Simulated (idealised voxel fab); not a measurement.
voxel tone inversion: a process module
Square cells of 5 nm make up the cross-section cut, whose width is 215 nm.
Notation: cross-section as square-cell grid; stated in bands, top first, going down; one or more cell rows per band.
Within each band entry, the heights of the top and of the bottom of the band appear first, in that order and in nm; the materials of the band then follow from left to right, each with its corresponding width in nm. The designation "edge to edge" on a single material indicates that it fills the band from edge to edge; the designation "blank" indicates empty space.
Heights are measured from 0, the level below which the as-received wafer is all one material; the lowest band has no bottom and continues downward, written as in "top 0, no bottom".
Width spec "30..40" -> top row of cells at first value, bottom row at second value, equal per-row change in between.
Where the words "nothing was modified" appear for a step, the cross-section shows no cell changed by that step; every cell remained as before.
Closed-off voids of 8+ cells (no open route to the top) go in "Internal closed voids", written width x height at distance from the left edge, in nm.
Note: text after step settings on the step line = simulator remark on that step.
Regarding "overlay nm": on a step with a mask, it is the distance the mask lay to the right of its planned place; a negative value places it to the left.
PROCESS STEPS (PLANNED)
1 RECEIVE with material Si
2 CONFORMAL_DEP with material SiN, thk nm 10
3 DIRECTIONAL_DEP with material polySi, thk nm 25
4 PATTERN with tone cover, mask id POSTS, material resist, width nm 20, pitch nm 50, thk nm 35, overlay nm 0
5 DIRECTIONAL_ETCH with etch materials polySi, depth nm 25
6 STRIP with etch materials resist
7 FILL_DEP with material lowk, thk nm 5
8 CMP with height nm 35
9 STRIP with etch materials polySi
10 CONFORMAL_DEP with material TiN, thk nm 5
11 FILL_DEP with material Ru, thk nm 10
12 CMP with height nm 35
13 CONFORMAL_DEP with material SiCN, thk nm 5
FIRST OF TWO WAFERS, WITH THE RUN CARRIED OUT AS PLANNED
WAFER AT RECEIPT (POST STEP 1), CROSS-SECTION
	top 0, no bottom: Si edge to edge
	Internal closed voids: none
WAFER SECTION VIEW AFTER PROCESSING STEP 2
	top 10, bottom 0: SiN edge to edge
	Under the height 0 nothing was changed.
WAFER SECTION VIEW AFTER PROCESSING STEP 3
	top 35, bottom 10: polySi edge to edge
	Under the height 10 nothing was changed.
WAFER SECTION VIEW AFTER PROCESSING STEP 4
	top 70, bottom 35: blank 45, resist 20, blank 30, resist 20, blank 30, resist 20, blank 50
	Under the height 35 nothing was changed.
WAFER SECTION VIEW AFTER PROCESSING STEP 5
	top 70, bottom 35: blank 45, resist 20, blank 30, resist 20, blank 30, resist 20, blank 50
	top 35, bottom 10: blank 45, polySi 20, blank 30, polySi 20, blank 30, polySi 20, blank 50
	Under the height 10 nothing was changed.
WAFER SECTION VIEW AFTER PROCESSING STEP 6
	top 35, bottom 10: blank 45, polySi 20, blank 30, polySi 20, blank 30, polySi 20, blank 50
	Under the height 10 nothing was changed.
WAFER SECTION VIEW AFTER PROCESSING STEP 7
	top 40, bottom 35: lowk edge to edge
	top 35, bottom 10: lowk 45, polySi 20, lowk 30, polySi 20, lowk 30, polySi 20, lowk 50
	Under the height 10 nothing was changed.
WAFER SECTION VIEW AFTER PROCESSING STEP 8
	top 35, bottom 10: lowk 45, polySi 20, lowk 30, polySi 20, lowk 30, polySi 20, lowk 50
	Under the height 10 nothing was changed.
WAFER SECTION VIEW AFTER PROCESSING STEP 9
	top 35, bottom 10: lowk 45, blank 20, lowk 30, blank 20, lowk 30, blank 20, lowk 50
	Under the height 10 nothing was changed.
WAFER SECTION VIEW AFTER PROCESSING STEP 10
	top 40, bottom 35: TiN 50, blank 10, TiN 40, blank 10, TiN 40, blank 10, TiN 55
	top 35, bottom 15: lowk 45, TiN 5, blank 10, TiN 5, lowk 30, TiN 5, blank 10, TiN 5, lowk 30, TiN 5, blank 10, TiN 5, lowk 50
	top 15, bottom 10: lowk 45, TiN 20, lowk 30, TiN 20, lowk 30, TiN 20, lowk 50
	Under the height 10 nothing was changed.
WAFER SECTION VIEW AFTER PROCESSING STEP 11
	top 50, bottom 40: Ru edge to edge
	top 40, bottom 35: TiN 50, Ru 10, TiN 40, Ru 10, TiN 40, Ru 10, TiN 55
	top 35, bottom 15: lowk 45, TiN 5, Ru 10, TiN 5, lowk 30, TiN 5, Ru 10, TiN 5, lowk 30, TiN 5, Ru 10, TiN 5, lowk 50
	Under the height 15 nothing was changed.
WAFER SECTION VIEW AFTER PROCESSING STEP 12
	top 35, bottom 15: lowk 45, TiN 5, Ru 10, TiN 5, lowk 30, TiN 5, Ru 10, TiN 5, lowk 30, TiN 5, Ru 10, TiN 5, lowk 50
	Under the height 15 nothing was changed.
WAFER SECTION VIEW AFTER PROCESSING STEP 13
	top 40, bottom 35: SiCN edge to edge
	Under the height 35 nothing was changed.
SECOND WAFER - SHARED START AND PLAN WITH THE FIRST - ONE ERROR IN RUNNING - SAME AS THE FIRST UP TO STEP 7 INCLUSIVE
SECOND WAFER, CROSS-SECTION, PLANNED END OF STEP 8
	top 35, bottom 10: lowk 45, polySi 20, lowk 30, polySi 20, lowk 30, polySi 20, lowk 50
	Under the height 10 nothing was changed.
SECOND WAFER, CROSS-SECTION, PLANNED END OF STEP 9
	top 35, bottom 10: lowk 45, blank 20, lowk 30, blank 20, lowk 30, blank 20, lowk 50
	Under the height 10 nothing was changed.
SECOND WAFER, CROSS-SECTION, PLANNED END OF STEP 10
	top 40, bottom 35: TiN 50, blank 10, TiN 40, blank 10, TiN 40, blank 10, TiN 55
	top 35, bottom 15: lowk 45, TiN 5, blank 10, TiN 5, lowk 30, TiN 5, blank 10, TiN 5, lowk 30, TiN 5, blank 10, TiN 5, lowk 50
	top 15, bottom 10: lowk 45, TiN 20, lowk 30, TiN 20, lowk 30, TiN 20, lowk 50
	Under the height 10 nothing was changed.
SECOND WAFER, CROSS-SECTION, PLANNED END OF STEP 11
	top 50, bottom 40: Ru edge to edge
	top 40, bottom 35: TiN 50, Ru 10, TiN 40, Ru 10, TiN 40, Ru 10, TiN 55
	top 35, bottom 15: lowk 45, TiN 5, Ru 10, TiN 5, lowk 30, TiN 5, Ru 10, TiN 5, lowk 30, TiN 5, Ru 10, TiN 5, lowk 50
	Under the height 15 nothing was changed.
SECOND WAFER, CROSS-SECTION, PLANNED END OF STEP 12
	top 35, bottom 15: lowk 45, TiN 5, Ru 10, TiN 5, lowk 30, TiN 5, Ru 10, TiN 5, lowk 30, TiN 5, Ru 10, TiN 5, lowk 50
	Under the height 15 nothing was changed.
SECOND WAFER, CROSS-SECTION, PLANNED END OF STEP 13
	top 40, bottom 35: SiCN edge to edge
	Under the height 35 nothing was changed.
The mistake made against the process plan was this: the plan had its step 8 run twice
It should be noted that the final cross-sections of the two wafers coincide, and the mistake therefore has no effect on the output of this model.
